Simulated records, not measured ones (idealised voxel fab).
process module | voxel transistor to metal
We display cut, a cross-section 295 nm in width whose square cells are each 5 nm.
A cross-section is written here as square cells arranged in a grid, and it is given in bands from the top down, each band taking up one or more rows of cells. The entry gives the band's vertical extent as a top height and a bottom height in nm, then its horizontal make-up as materials from left to right, each with a width in nm. "empty" stands for empty space; a single material marked "everywhere" fills the band edge to edge. Height datum 0, below which the as-received substrate wafer is one material. Lowest band open at the bottom, running downward: "0 -> down". So if you see something like "30 to 40" for the width, read it as the top row of the band sitting at the first number and the bottom row at the second, with every row in between moving by the same amount as the last. Take "remains unaltered" at face value: in the step it is given for, the cross-section changed in none of its cells. "Closed void table": empty spaces of 8 cells or more with no open way to the top, each given as width x height at distance, distance from the left edge, all in nm. Whatever follows a step's settings on its line is a remark the simulator itself makes about that step. "overlay nm" denotes, for a step that has a mask, the displacement of the mask to the right of its planned place, with negative values corresponding to the left. Read each pair as before and after one process step. The after cross-section shows only down to the lowest band that changed. The step between them and its settings are given below the pair. Pairs can come from different runs of this module on the same starting wafer. A pair continues from the pair above only where its "Ahead of processing" entry says so.
Ahead of processing
- 85 -> 80  SiO2 everywhere
- 80 -> 65  25 SiO2  20 Ru  60 SiO2  20 Ru  40 SiO2  20 Ru  60 SiO2  20 Ru  30 SiO2
- 65 -> 60  25 SiO2  20 TiN  60 SiO2  20 TiN  40 SiO2  20 TiN  60 SiO2  20 TiN  30 SiO2
- 60 -> 50  25 SiO2  5 TiN  25 Ru  5 TiN  30 SiO2  5 TiN  25 Ru  5 TiN  40 SiO2  5 TiN  25 Ru  5 TiN  30 SiO2  5 TiN  25 Ru  5 TiN  30 SiO2
- 50 -> 45  25 SiO2  5 TiN  20 Ru  10 TiN  30 SiO2  10 TiN  20 Ru  5 TiN  40 SiO2  5 TiN  20 Ru  10 TiN  30 SiO2  10 TiN  20 Ru  5 TiN  30 SiO2
- 45 -> 35  25 SiO2  5 TiN  20 Ru  5 TiN  5 SiN  5 SiO2  20 SiCN  5 SiO2  5 SiN  5 TiN  20 Ru  5 TiN  40 SiO2  5 TiN  20 Ru  5 TiN  5 SiN  5 SiO2  20 SiCN  5 SiO2  5 SiN  5 TiN  20 Ru  5 TiN  30 SiO2
- 35 -> 30  25 SiO2  5 TiN  15 Ru  10 TiN  5 SiN  5 SiO2  20 SiCN  5 SiO2  5 SiN  5 TiN  20 Ru  5 TiN  40 SiO2  5 TiN  15 Ru  10 TiN  5 SiN  5 SiO2  20 SiCN  5 SiO2  5 SiN  5 TiN  20 Ru  5 TiN  30 SiO2
- 30 -> 5  25 SiO2  5 TiN  15 Ru  5 TiN  5 SiN  5 SiO2  25 polySi  5 SiO2  5 SiN  5 TiN  20 Ru  5 TiN  40 SiO2  5 TiN  15 Ru  5 TiN  5 SiN  5 SiO2  25 polySi  5 SiO2  5 SiN  5 TiN  20 Ru  5 TiN  30 SiO2
- 5 -> 0  20 SiO2  5 SiN  25 TiN  5 SiN  5 SiO2  25 polySi  5 SiO2  5 SiN  30 TiN  5 SiN  30 SiO2  5 SiN  25 TiN  5 SiN  5 SiO2  25 polySi  5 SiO2  5 SiN  30 TiN  5 SiN  25 SiO2
- 0 -> -5  25 SiO2  25 nSi  45 SiO2  30 nSi  40 SiO2  25 nSi  45 SiO2  30 nSi  30 SiO2
- -5 -> -40  25 SiO2  100 Si  40 SiO2  100 Si  30 SiO2
- -40 -> down  Si everywhere
- Closed void table: none
Sectional Result
- 80 -> 65  25 SiO2  20 Ru  60 SiO2  20 Ru  40 SiO2  20 Ru  60 SiO2  20 Ru  30 SiO2
- Under the height 65 nothing was changed.
- Closed void table: none
The step carried out between the cross-section before it and the cross-section after it, both shown above, is op CMP | height nm 80
Ahead of processing: check the pair just above; its after cross-section is our before state.
Sectional Result
- 85 -> 80  SiCN everywhere
- Under the height 80 nothing was changed.
- Closed void table: none
The step carried out between the cross-section before it and the cross-section after it, both shown above, is op CONFORMAL_DEP | material SiCN | thk nm 5
Ahead of processing: check the pair just above; its after cross-section is our before state.
Sectional Result
- 115 -> 85  lowk everywhere
- Under the height 85 nothing was changed.
- Closed void table: none
The step carried out between the cross-section before it and the cross-section after it, both shown above, is op DIRECTIONAL_DEP | material lowk | thk nm 30
Ahead of processing: check the pair just above; its after cross-section is our before state.
Sectional Result
- 125 -> 115  aC everywhere
- Under the height 115 nothing was changed.
- Closed void table: none
The step carried out between the cross-section before it and the cross-section after it, both shown above, is op DIRECTIONAL_DEP | material aC | thk nm 10
Ahead of processing: check the pair just above; its after cross-section is our before state.
Sectional Result
- 155 -> 125  25 resist  20 empty  120 resist  20 empty  110 resist
- Under the height 125 nothing was changed.
- Closed void table: none
The step carried out between the cross-section before it and the cross-section after it, both shown above, is op PATTERN | tone open | mask id METAL_2 | material resist | width nm 20 | pitch nm 140 | thk nm 30 | overlay nm 0
Ahead of processing: check the pair just above; its after cross-section is our before state.
Sectional Result
- 145 -> 125  25 resist  20 empty  120 resist  20 empty  110 resist
- 125 -> 115  25 aC  20 empty  120 aC  20 empty  110 aC
- Under the height 115 nothing was changed.
- Closed void table: none
The step carried out between the cross-section before it and the cross-section after it, both shown above, is op DIRECTIONAL_ETCH | etch materials aC | depth nm 10
Ahead of processing: check the pair just above; its after cross-section is our before state.
Sectional Result
- 125 -> 115  25 aC  20 empty  120 aC  20 empty  110 aC
- Under the height 115 nothing was changed.
- Closed void table: none
The step carried out between the cross-section before it and the cross-section after it, both shown above, is op STRIP | etch materials resist
Ahead of processing: check the pair just above; its after cross-section is our before state.
Sectional Result
- 125 -> 115  25 aC  20 empty  120 aC  20 empty  110 aC
- 115 -> 100  25 lowk  20 empty  120 lowk  20 empty  110 lowk
- Under the height 100 nothing was changed.
- Closed void table: none
The step carried out between the cross-section before it and the cross-section after it, both shown above, is op DIRECTIONAL_ETCH | etch materials lowk | depth nm 15
Ahead of processing: check the pair just above; its after cross-section is our before state.
Sectional Result
- 115 -> 100  25 lowk  20 empty  120 lowk  20 empty  110 lowk
- Under the height 100 nothing was changed.
- Closed void table: none
The step carried out between the cross-section before it and the cross-section after it, both shown above, is op STRIP | etch materials aC
Ahead of processing: check the pair just above; its after cross-section is our before state.
Sectional Result
- 130 -> 115  25 resist  15 empty  125 resist  15 empty  115 resist
- 115 -> 100  25 lowk  15 empty  5 resist  120 lowk  15 empty  5 resist  110 lowk
- Under the height 100 nothing was changed.
- Closed void table: none
The step carried out between the cross-section before it and the cross-section after it, both shown above, is op PATTERN | tone open | mask id METAL_2_HOLES | material resist | width nm 15 | pitch nm 140 | thk nm 15 | overlay nm 0
Ahead of processing: check the pair just above; its after cross-section is our before state.
Sectional Result
- 130 -> 115  25 resist  15 empty  125 resist  15 empty  115 resist
- 115 -> 100  25 lowk  15 empty  5 resist  120 lowk  15 empty  5 resist  110 lowk
- 100 -> 85  25 lowk  15 empty  125 lowk  15 empty  115 lowk
- Under the height 85 nothing was changed.
- Closed void table: none
The step carried out between the cross-section before it and the cross-section after it, both shown above, is op DIRECTIONAL_ETCH | etch materials lowk | depth nm 15
Ahead of processing: check the pair just above; its after cross-section is our before state.
Sectional Result
- 130 -> 115  25 resist  15 empty  125 resist  15 empty  115 resist
- 115 -> 100  25 lowk  15 empty  5 resist  120 lowk  15 empty  5 resist  110 lowk
- 100 -> 85  25 lowk  15 empty  125 lowk  15 empty  115 lowk
- 85 -> 80  25 SiCN  15 empty  125 SiCN  15 empty  115 SiCN
- Under the height 80 nothing was changed.
- Closed void table: none
The step carried out between the cross-section before it and the cross-section after it, both shown above, is op DIRECTIONAL_ETCH | etch materials SiCN | depth nm 5
Ahead of processing: check the pair just above; its after cross-section is our before state.
Sectional Result
- 115 -> 100  25 lowk  20 empty  120 lowk  20 empty  110 lowk
- Under the height 100 nothing was changed.
- Closed void table: none
The step carried out between the cross-section before it and the cross-section after it, both shown above, is op STRIP | etch materials resist
Ahead of processing: check the pair just above; its after cross-section is our before state.
Sectional Result
- 120 -> 115  30 TiN  10 empty  130 TiN  10 empty  115 TiN
- 115 -> 105  25 lowk  5 TiN  10 empty  5 TiN  120 lowk  5 TiN  10 empty  5 TiN  110 lowk
- 105 -> 100  25 lowk  5 TiN  5 empty  10 TiN  120 lowk  5 TiN  5 empty  10 TiN  110 lowk
- 100 -> 85  25 lowk  5 TiN  5 empty  5 TiN  125 lowk  5 TiN  5 empty  5 TiN  115 lowk
- 85 -> 80  25 SiCN  15 TiN  125 SiCN  15 TiN  115 SiCN
- Under the height 80 nothing was changed.
- Closed void table: none
The step carried out between the cross-section before it and the cross-section after it, both shown above, is op CONFORMAL_DEP | material TiN | thk nm 5
Ahead of processing: check the pair just above; its after cross-section is our before state.
Sectional Result
- 130 -> 120  Ru everywhere
- 120 -> 115  30 TiN  10 Ru  130 TiN  10 Ru  115 TiN
- 115 -> 105  25 lowk  5 TiN  10 Ru  5 TiN  120 lowk  5 TiN  10 Ru  5 TiN  110 lowk
- 105 -> 100  25 lowk  5 TiN  5 Ru  10 TiN  120 lowk  5 TiN  5 Ru  10 TiN  110 lowk
- 100 -> 85  25 lowk  5 TiN  5 Ru  5 TiN  125 lowk  5 TiN  5 Ru  5 TiN  115 lowk
- Under the height 85 nothing was changed.
- Closed void table: none
The step carried out between the cross-section before it and the cross-section after it, both shown above, is op FILL_DEP | material Ru | thk nm 10
Ahead of processing: check the pair just above; its after cross-section is our before state.
Sectional Result
- 115 -> 105  25 lowk  5 TiN  10 Ru  5 TiN  120 lowk  5 TiN  10 Ru  5 TiN  110 lowk
- Under the height 105 nothing was changed.
- Closed void table: none
The step carried out between the cross-section before it and the cross-section after it, both shown above, is op CMP | height nm 115
Ahead of processing: check the pair just above; its after cross-section is our before state.
Sectional Result
- 120 -> 115  SiN everywhere
- Under the height 115 nothing was changed.
- Closed void table: none
The step carried out between the cross-section before it and the cross-section after it, both shown above, is op CONFORMAL_DEP | material SiN | thk nm 5
Ahead of processing
- 120 -> 115  30 TiN  10 empty  130 TiN  10 empty  115 TiN
- 115 -> 105  25 lowk  5 TiN  10 empty  5 TiN  120 lowk  5 TiN  10 empty  5 TiN  110 lowk
- 105 -> 100  25 lowk  5 TiN  5 empty  10 TiN  120 lowk  5 TiN  5 empty  10 TiN  110 lowk
- 100 -> 85  25 lowk  5 TiN  5 empty  5 TiN  125 lowk  5 TiN  5 empty  5 TiN  115 lowk
- 85 -> 80  25 SiCN  15 TiN  125 SiCN  15 TiN  115 SiCN
- 80 -> 65  25 SiO2  20 Ru  60 SiO2  20 Ru  40 SiO2  20 Ru  60 SiO2  20 Ru  30 SiO2
- 65 -> 60  25 SiO2  20 TiN  60 SiO2  20 TiN  40 SiO2  20 TiN  60 SiO2  20 TiN  30 SiO2
- 60 -> 50  25 SiO2  5 TiN  25 Ru  5 TiN  30 SiO2  5 TiN  25 Ru  5 TiN  40 SiO2  5 TiN  25 Ru  5 TiN  30 SiO2  5 TiN  25 Ru  5 TiN  30 SiO2
- 50 -> 45  25 SiO2  5 TiN  20 Ru  10 TiN  30 SiO2  10 TiN  20 Ru  5 TiN  40 SiO2  5 TiN  20 Ru  10 TiN  30 SiO2  10 TiN  20 Ru  5 TiN  30 SiO2
- 45 -> 30  25 SiO2  5 TiN  20 Ru  5 TiN  5 SiN  5 SiO2  20 SiCN  5 SiO2  5 SiN  5 TiN  20 Ru  5 TiN  40 SiO2  5 TiN  20 Ru  5 TiN  5 SiN  5 SiO2  20 SiCN  5 SiO2  5 SiN  5 TiN  20 Ru  5 TiN  30 SiO2
- 30 -> 5  25 SiO2  5 TiN  20 Ru  5 TiN  5 SiN  5 SiO2  20 polySi  5 SiO2  5 SiN  5 TiN  20 Ru  5 TiN  40 SiO2  5 TiN  20 Ru  5 TiN  5 SiN  5 SiO2  20 polySi  5 SiO2  5 SiN  5 TiN  20 Ru  5 TiN  30 SiO2
- 5 -> 0  20 SiO2  5 SiN  30 TiN  5 SiN  5 SiO2  20 polySi  5 SiO2  5 SiN  30 TiN  5 SiN  30 SiO2  5 SiN  30 TiN  5 SiN  5 SiO2  20 polySi  5 SiO2  5 SiN  30 TiN  5 SiN  25 SiO2
- 0 -> -5  25 SiO2  30 nSi  40 SiO2  30 nSi  40 SiO2  30 nSi  40 SiO2  30 nSi  30 SiO2
- -5 -> -40  25 SiO2  100 Si  40 SiO2  100 Si  30 SiO2
- -40 -> down  Si everywhere
- Closed void table: none
Sectional Result
- 130 -> 120  SiCN everywhere
- 120 -> 115  30 TiN  10 SiCN  130 TiN  10 SiCN  115 TiN
- 115 -> 105  25 lowk  5 TiN  10 SiCN  5 TiN  120 lowk  5 TiN  10 SiCN  5 TiN  110 lowk
- 105 -> 100  25 lowk  5 TiN  5 SiCN  10 TiN  120 lowk  5 TiN  5 SiCN  10 TiN  110 lowk
- 100 -> 85  25 lowk  5 TiN  5 SiCN  5 TiN  125 lowk  5 TiN  5 SiCN  5 TiN  115 lowk
- Under the height 85 nothing was changed.
- Closed void table: none
The step carried out between the cross-section before it and the cross-section after it, both shown above, is op FILL_DEP | material SiCN | thk nm 10
Ahead of processing: check the pair just above; its after cross-section is our before state.
Sectional Result
- 115 -> 105  25 lowk  5 TiN  10 SiCN  5 TiN  120 lowk  5 TiN  10 SiCN  5 TiN  110 lowk
- Under the height 105 nothing was changed.
- Closed void table: none
The step carried out between the cross-section before it and the cross-section after it, both shown above, is op CMP | height nm 115
Ahead of processing: check the pair just above; its after cross-section is our before state.
Sectional Result
- 120 -> 115  SiN everywhere
- Under the height 115 nothing was changed.
- Closed void table: none
The step carried out between the cross-section before it and the cross-section after it, both shown above, is op CONFORMAL_DEP | material SiN | thk nm 5
Ahead of processing
- 20 -> 5  SiN everywhere
- 5 -> 0  SiO2 everywhere
- 0 -> down  Si everywhere
- Closed void table: none
Sectional Result
- 40 -> 20  20 resist  110 empty  30 resist  110 empty  25 resist
- Under the height 20 nothing was changed.
- Closed void table: none
The step carried out between the cross-section before it and the cross-section after it, both shown above, is op PATTERN | tone open | mask id ACTIVE | material resist | width nm 110 | pitch nm 140 | thk nm 20 | overlay nm 0
Ahead of processing: check the pair just above; its after cross-section is our before state.
Sectional Result
- 40 -> 20  20 resist  110 empty  30 resist  110 empty  25 resist
- 20 -> 5  20 SiN  110 empty  30 SiN  110 empty  25 SiN
- Under the height 5 nothing was changed.
- Closed void table: none
The step carried out between the cross-section before it and the cross-section after it, both shown above, is op DIRECTIONAL_ETCH | etch materials SiN | depth nm 15
Ahead of processing: check the pair just above; its after cross-section is our before state.
Sectional Result
- 40 -> 20  20 resist  110 empty  30 resist  110 empty  25 resist
- 20 -> 5  20 SiN  110 empty  30 SiN  110 empty  25 SiN
- 5 -> 0  20 SiO2  110 empty  30 SiO2  110 empty  25 SiO2
- Under the height 0 nothing was changed.
- Closed void table: none
The step carried out between the cross-section before it and the cross-section after it, both shown above, is op DIRECTIONAL_ETCH | etch materials SiO2 | depth nm 5
Ahead of processing: check the pair just above; its after cross-section is our before state.
Sectional Result
- 40 -> 20  20 resist  110 empty  30 resist  110 empty  25 resist
- 20 -> 5  20 SiN  110 empty  30 SiN  110 empty  25 SiN
- 5 -> 0  20 SiO2  110 empty  30 SiO2  110 empty  25 SiO2
- 0 -> -35  20 Si  110 empty  30 Si  110 empty  25 Si
- Under the height -35 nothing was changed.
- Closed void table: none
The step carried out between the cross-section before it and the cross-section after it, both shown above, is op DIRECTIONAL_ETCH | etch materials Si | depth nm 35
Ahead of processing: check the pair just above; its after cross-section is our before state.
Sectional Result
- 20 -> 5  20 SiN  110 empty  30 SiN  110 empty  25 SiN
- Under the height 5 nothing was changed.
- Closed void table: none
The step carried out between the cross-section before it and the cross-section after it, both shown above, is op STRIP | etch materials resist
Ahead of processing: check the pair just above; its after cross-section is our before state.
Sectional Result
- 20 -> 5  20 SiN  110 empty  30 SiN  110 empty  25 SiN
- 5 -> 0  20 SiO2  110 empty  30 SiO2  110 empty  25 SiO2
- 0 -> -35  15 Si  5 SiO2  110 empty  5 SiO2  20 Si  5 SiO2  110 empty  5 SiO2  20 Si
- -35 -> -40  15 Si  120 SiO2  20 Si  120 SiO2  20 Si
- Under the height -40 nothing was changed.
- Closed void table: none
The step carried out between the cross-section before it and the cross-section after it, both shown above, is op OXIDIZE | depth nm 5
Ahead of processing: check the pair just above; its after cross-section is our before state.
Sectional Result
- 35 -> 20  SiO2 everywhere
- 20 -> 5  20 SiN  110 SiO2  30 SiN  110 SiO2  25 SiN
- 5 -> 0  SiO2 everywhere
- 0 -> -40  15 Si  120 SiO2  20 Si  120 SiO2  20 Si
- Under the height -40 nothing was changed.
- Closed void table: none
The step carried out between the cross-section before it and the cross-section after it, both shown above, is op FILL_DEP | material SiO2 | thk nm 15
Ahead of processing: check the pair just above; its after cross-section is our before state.
Sectional Result
- 20 -> 5  20 SiN  110 SiO2  30 SiN  110 SiO2  25 SiN
- Under the height 5 nothing was changed.
- Closed void table: none
The step carried out between the cross-section before it and the cross-section after it, both shown above, is op CMP | height nm 20
Ahead of processing: check the pair just above; its after cross-section is our before state.
Sectional Result
- 20 -> 10  20 SiN  110 empty  30 SiN  110 empty  25 SiN
- Under the height 10 nothing was changed.
- Closed void table: none
The step carried out between the cross-section before it and the cross-section after it, both shown above, is op SELECTIVE_ETCH | etch materials SiO2 | depth nm 10
Ahead of processing: check the pair just above; its after cross-section is our before state.
Sectional Result
- 10 -> 5  20 empty  110 SiO2  30 empty  110 SiO2  25 empty
- Under the height 5 nothing was changed.
- Closed void table: none
The step carried out between the cross-section before it and the cross-section after it, both shown above, is op STRIP | etch materials SiN
Ahead of processing: check the pair just above; its after cross-section is our before state.
Sectional Result
- 5 -> 0  25 empty  100 SiO2  40 empty  100 SiO2  30 empty
- Under the height 0 nothing was changed.
- Closed void table: none
The step carried out between the cross-section before it and the cross-section after it, both shown above, is op SELECTIVE_ETCH | etch materials SiO2 | depth nm 5
Ahead of processing: check the pair just above; its after cross-section is our before state.
Sectional Result
- 5 -> 0  25 empty  100 SiO2  40 empty  100 SiO2  30 empty
- 0 -> -5  SiO2 everywhere
- Under the height -5 nothing was changed.
- Closed void table: none
The step carried out between the cross-section before it and the cross-section after it, both shown above, is op OXIDIZE | depth nm 5
Ahead of processing: check the pair just above; its after cross-section is our before state.
Sectional Result
- 35 -> 30  25 empty  100 polySi  40 empty  100 polySi  30 empty
- 30 -> 5  polySi everywhere
- 5 -> 0  25 polySi  100 SiO2  40 polySi  100 SiO2  30 polySi
- Under the height 0 nothing was changed.
- Closed void table: none
The step carried out between the cross-section before it and the cross-section after it, both shown above, is op DIRECTIONAL_DEP | material polySi | thk nm 30
Ahead of processing: check the pair just above; its after cross-section is our before state.
Sectional Result
- 50 -> 45  25 empty  100 SiCN  40 empty  100 SiCN  30 empty
- 45 -> 35  SiCN everywhere
- 35 -> 30  25 SiCN  100 polySi  40 SiCN  100 polySi  30 SiCN
- Under the height 30 nothing was changed.
- Closed void table: none
The step carried out between the cross-section before it and the cross-section after it, both shown above, is op DIRECTIONAL_DEP | material SiCN | thk nm 15
Ahead of processing: check the pair just above; its after cross-section is our before state.
Sectional Result
- 50 -> 35  65 empty  20 SiCN  120 empty  20 SiCN  70 empty
- 35 -> 30  25 empty  100 polySi  40 empty  100 polySi  30 empty
- Under the height 30 nothing was changed.
- Closed void table: none
The step carried out between the cross-section before it and the cross-section after it, both shown above, is op MASKED_ETCH | tone cover | mask id GATE | width nm 20 | pitch nm 140 | etch materials SiCN | depth nm 25 | overlay nm 0
Ahead of processing: check the pair just above; its after cross-section is our before state.
Sectional Result
- 50 -> 35  65 empty  20 SiCN  120 empty  20 SiCN  70 empty
- 35 -> 5  65 empty  20 polySi  120 empty  20 polySi  70 empty
- 5 -> 0  25 empty  100 SiO2  40 empty  100 SiO2  30 empty
- Under the height 0 nothing was changed.
- Closed void table: none
The step carried out between the cross-section before it and the cross-section after it, both shown above, is op MASKED_ETCH | tone cover | mask id GATE | width nm 20 | pitch nm 140 | etch materials polySi | depth nm 40 | overlay nm 0
Ahead of processing: check the pair just above; its after cross-section is our before state.
Sectional Result
- 55 -> 50  60 empty  30 SiO2  110 empty  30 SiO2  65 empty
- 50 -> 35  60 empty  5 SiO2  20 SiCN  5 SiO2  110 empty  5 SiO2  20 SiCN  5 SiO2  65 empty
- 35 -> 10  60 empty  5 SiO2  20 polySi  5 SiO2  110 empty  5 SiO2  20 polySi  5 SiO2  65 empty
- 10 -> 5  20 empty  45 SiO2  20 polySi  45 SiO2  30 empty  45 SiO2  20 polySi  45 SiO2  25 empty
- 5 -> -5  SiO2 everywhere
- Under the height -5 nothing was changed.
- Closed void table: none
The step carried out between the cross-section before it and the cross-section after it, both shown above, is op CONFORMAL_DEP | material SiO2 | thk nm 5
Ahead of processing: check the pair just above; its after cross-section is our before state.
Sectional Result
- 50 -> 35  60 empty  5 SiO2  20 SiCN  5 SiO2  110 empty  5 SiO2  20 SiCN  5 SiO2  65 empty
- 35 -> 5  60 empty  5 SiO2  20 polySi  5 SiO2  110 empty  5 SiO2  20 polySi  5 SiO2  65 empty
- 5 -> 0  20 empty  110 SiO2  30 empty  110 SiO2  25 empty
- Under the height 0 nothing was changed.
- Closed void table: none
The step carried out between the cross-section before it and the cross-section after it, both shown above, is op DIRECTIONAL_ETCH | etch materials SiO2 | depth nm 5
Ahead of processing: check the pair just above; its after cross-section is our before state.
Sectional Result
- 55 -> 50  55 empty  40 SiN  100 empty  40 SiN  60 empty
- 50 -> 35  55 empty  5 SiN  5 SiO2  20 SiCN  5 SiO2  5 SiN  100 empty  5 SiN  5 SiO2  20 SiCN  5 SiO2  5 SiN  60 empty
- 35 -> 10  55 empty  5 SiN  5 SiO2  20 polySi  5 SiO2  5 SiN  100 empty  5 SiN  5 SiO2  20 polySi  5 SiO2  5 SiN  60 empty
- 10 -> 5  15 empty  45 SiN  5 SiO2  20 polySi  5 SiO2  45 SiN  20 empty  45 SiN  5 SiO2  20 polySi  5 SiO2  45 SiN  20 empty
- 5 -> 0  20 SiN  110 SiO2  30 SiN  110 SiO2  25 SiN
- Under the height 0 nothing was changed.
- Closed void table: none
The step carried out between the cross-section before it and the cross-section after it, both shown above, is op CONFORMAL_DEP | material SiN | thk nm 5
Ahead of processing: check the pair just above; its after cross-section is our before state.
Sectional Result
- 50 -> 35  55 empty  5 SiN  5 SiO2  20 SiCN  5 SiO2  5 SiN  100 empty  5 SiN  5 SiO2  20 SiCN  5 SiO2  5 SiN  60 empty
- 35 -> 5  55 empty  5 SiN  5 SiO2  20 polySi  5 SiO2  5 SiN  100 empty  5 SiN  5 SiO2  20 polySi  5 SiO2  5 SiN  60 empty
- 5 -> 0  15 empty  5 SiN  110 SiO2  5 SiN  20 empty  5 SiN  110 SiO2  5 SiN  20 empty
- Under the height 0 nothing was changed.
- Closed void table: none
The step carried out between the cross-section before it and the cross-section after it, both shown above, is op DIRECTIONAL_ETCH | etch materials SiN | depth nm 5
Ahead of processing: check the pair just above; its after cross-section is our before state.
Sectional Result
- 50 -> 45  55 empty  5 SiN  5 empty  20 SiCN  5 empty  5 SiN  100 empty  5 SiN  5 empty  20 SiCN  5 empty  5 SiN  60 empty
- 45 -> 35  55 empty  5 SiN  5 SiO2  20 SiCN  5 SiO2  5 SiN  100 empty  5 SiN  5 SiO2  20 SiCN  5 SiO2  5 SiN  60 empty
- 35 -> 5  55 empty  5 SiN  5 SiO2  20 polySi  5 SiO2  5 SiN  100 empty  5 SiN  5 SiO2  20 polySi  5 SiO2  5 SiN  60 empty
- 5 -> 0  15 empty  5 SiN  35 empty  40 SiO2  35 empty  5 SiN  20 empty  5 SiN  35 empty  40 SiO2  35 empty  5 SiN  20 empty
- 0 -> -5  15 empty  120 SiO2  20 empty  120 SiO2  20 empty
- Under the height -5 nothing was changed.
- Closed void table: none
The step carried out between the cross-section before it and the cross-section after it, both shown above, is op DIRECTIONAL_ETCH | etch materials SiO2 | depth nm 5
Ahead of processing: check the pair just above; its after cross-section is our before state.
Sectional Result
- 50 -> 45  55 empty  5 SiN  5 empty  20 SiCN  5 empty  5 SiN  100 empty  5 SiN  5 empty  20 SiCN  5 empty  5 SiN  60 empty
- 45 -> 35  55 empty  5 SiN  5 SiO2  20 SiCN  5 SiO2  5 SiN  100 empty  5 SiN  5 SiO2  20 SiCN  5 SiO2  5 SiN  60 empty
- 35 -> 5  55 empty  5 SiN  5 SiO2  20 polySi  5 SiO2  5 SiN  100 empty  5 SiN  5 SiO2  20 polySi  5 SiO2  5 SiN  60 empty
- 5 -> 0  15 empty  5 SiN  35 empty  40 SiO2  35 empty  5 SiN  20 empty  5 SiN  35 empty  40 SiO2  35 empty  5 SiN  20 empty
- 0 -> -5  15 nSi  120 SiO2  20 nSi  120 SiO2  20 nSi
- Under the height -5 nothing was changed.
- Closed void table: none
The step carried out between the cross-section before it and the cross-section after it, both shown above, is op EPI | material nSi | thk nm 5
Ahead of processing: check the pair just above; its after cross-section is our before state.
Sectional Result
- 55 -> 50  SiO2 everywhere
- 50 -> 35  55 SiO2  5 SiN  5 SiO2  20 SiCN  5 SiO2  5 SiN  100 SiO2  5 SiN  5 SiO2  20 SiCN  5 SiO2  5 SiN  60 SiO2
- 35 -> 5  55 SiO2  5 SiN  5 SiO2  20 polySi  5 SiO2  5 SiN  100 SiO2  5 SiN  5 SiO2  20 polySi  5 SiO2  5 SiN  60 SiO2
- 5 -> 0  15 SiO2  5 SiN  110 SiO2  5 SiN  20 SiO2  5 SiN  110 SiO2  5 SiN  20 SiO2
- Under the height 0 nothing was changed.
- Closed void table: none
The step carried out between the cross-section before it and the cross-section after it, both shown above, is op FILL_DEP | material SiO2 | thk nm 5
Ahead of processing: check the pair just above; its after cross-section is our before state.
Sectional Result
- 45 -> 35  55 SiO2  5 SiN  5 SiO2  20 SiCN  5 SiO2  5 SiN  100 SiO2  5 SiN  5 SiO2  20 SiCN  5 SiO2  5 SiN  60 SiO2
- Under the height 35 nothing was changed.
- Closed void table: none
The step carried out between the cross-section before it and the cross-section after it, both shown above, is op CMP | height nm 45
Ahead of processing: check the pair just above; its after cross-section is our before state.
Sectional Result
- 60 -> 45  SiO2 everywhere
- Under the height 45 nothing was changed.
- Closed void table: none
The step carried out between the cross-section before it and the cross-section after it, both shown above, is op DIRECTIONAL_DEP | material SiO2 | thk nm 15
Ahead of processing: check the pair just above; its after cross-section is our before state.
Sectional Result
- 75 -> 60  25 resist  35 empty  30 resist  35 empty  40 resist  35 empty  30 resist  35 empty  30 resist
- Under the height 60 nothing was changed.
- Closed void table: none
The step carried out between the cross-section before it and the cross-section after it, both shown above, is op PATTERN | tone open | mask id CONTACT | material resist | width nm 35 | thk nm 15 | overlay nm 0
Ahead of processing: check the pair just above; its after cross-section is our before state.
Sectional Result
- 75 -> 60  25 resist  35 empty  30 resist  35 empty  40 resist  35 empty  30 resist  35 empty  30 resist
- 60 -> 45  25 SiO2  35 empty  30 SiO2  35 empty  40 SiO2  35 empty  30 SiO2  35 empty  30 SiO2
- 45 -> 35  25 SiO2  30 empty  5 SiN  5 SiO2  20 SiCN  5 SiO2  5 SiN  30 empty  40 SiO2  30 empty  5 SiN  5 SiO2  20 SiCN  5 SiO2  5 SiN  30 empty  30 SiO2
- 35 -> 5  25 SiO2  30 empty  5 SiN  5 SiO2  20 polySi  5 SiO2  5 SiN  30 empty  40 SiO2  30 empty  5 SiN  5 SiO2  20 polySi  5 SiO2  5 SiN  30 empty  30 SiO2
- 5 -> 0  15 SiO2  5 SiN  5 SiO2  30 empty  40 SiO2  30 empty  5 SiO2  5 SiN  20 SiO2  5 SiN  5 SiO2  30 empty  40 SiO2  30 empty  5 SiO2  5 SiN  20 SiO2
- Under the height 0 nothing was changed.
- Closed void table: none
The step carried out between the cross-section before it and the cross-section after it, both shown above, is op DIRECTIONAL_ETCH | etch materials SiO2 | depth nm 60
Ahead of processing: check the pair just above; its after cross-section is our before state.
Sectional Result
- 60 -> 45  25 SiO2  35 empty  30 SiO2  35 empty  40 SiO2  35 empty  30 SiO2  35 empty  30 SiO2
- Under the height 45 nothing was changed.
- Closed void table: none
The step carried out between the cross-section before it and the cross-section after it, both shown above, is op STRIP | etch materials resist
Ahead of processing: check the pair just above; its after cross-section is our before state.
Sectional Result
- 65 -> 60  30 TiN  25 empty  40 TiN  25 empty  50 TiN  25 empty  40 TiN  25 empty  35 TiN
- 60 -> 50  25 SiO2  5 TiN  25 empty  5 TiN  30 SiO2  5 TiN  25 empty  5 TiN  40 SiO2  5 TiN  25 empty  5 TiN  30 SiO2  5 TiN  25 empty  5 TiN  30 SiO2
- 50 -> 45  25 SiO2  5 TiN  20 empty  10 TiN  30 SiO2  10 TiN  20 empty  5 TiN  40 SiO2  5 TiN  20 empty  10 TiN  30 SiO2  10 TiN  20 empty  5 TiN  30 SiO2
- 45 -> 35  25 SiO2  5 TiN  20 empty  5 TiN  5 SiN  5 SiO2  20 SiCN  5 SiO2  5 SiN  5 TiN  20 empty  5 TiN  40 SiO2  5 TiN  20 empty  5 TiN  5 SiN  5 SiO2  20 SiCN  5 SiO2  5 SiN  5 TiN  20 empty  5 TiN  30 SiO2
- 35 -> 5  25 SiO2  5 TiN  20 empty  5 TiN  5 SiN  5 SiO2  20 polySi  5 SiO2  5 SiN  5 TiN  20 empty  5 TiN  40 SiO2  5 TiN  20 empty  5 TiN  5 SiN  5 SiO2  20 polySi  5 SiO2  5 SiN  5 TiN  20 empty  5 TiN  30 SiO2
- 5 -> 0  15 SiO2  5 SiN  5 SiO2  30 TiN  40 SiO2  30 TiN  5 SiO2  5 SiN  20 SiO2  5 SiN  5 SiO2  30 TiN  40 SiO2  30 TiN  5 SiO2  5 SiN  20 SiO2
- Under the height 0 nothing was changed.
- Closed void table: none
The step carried out between the cross-section before it and the cross-section after it, both shown above, is op CONFORMAL_DEP | material TiN | thk nm 5
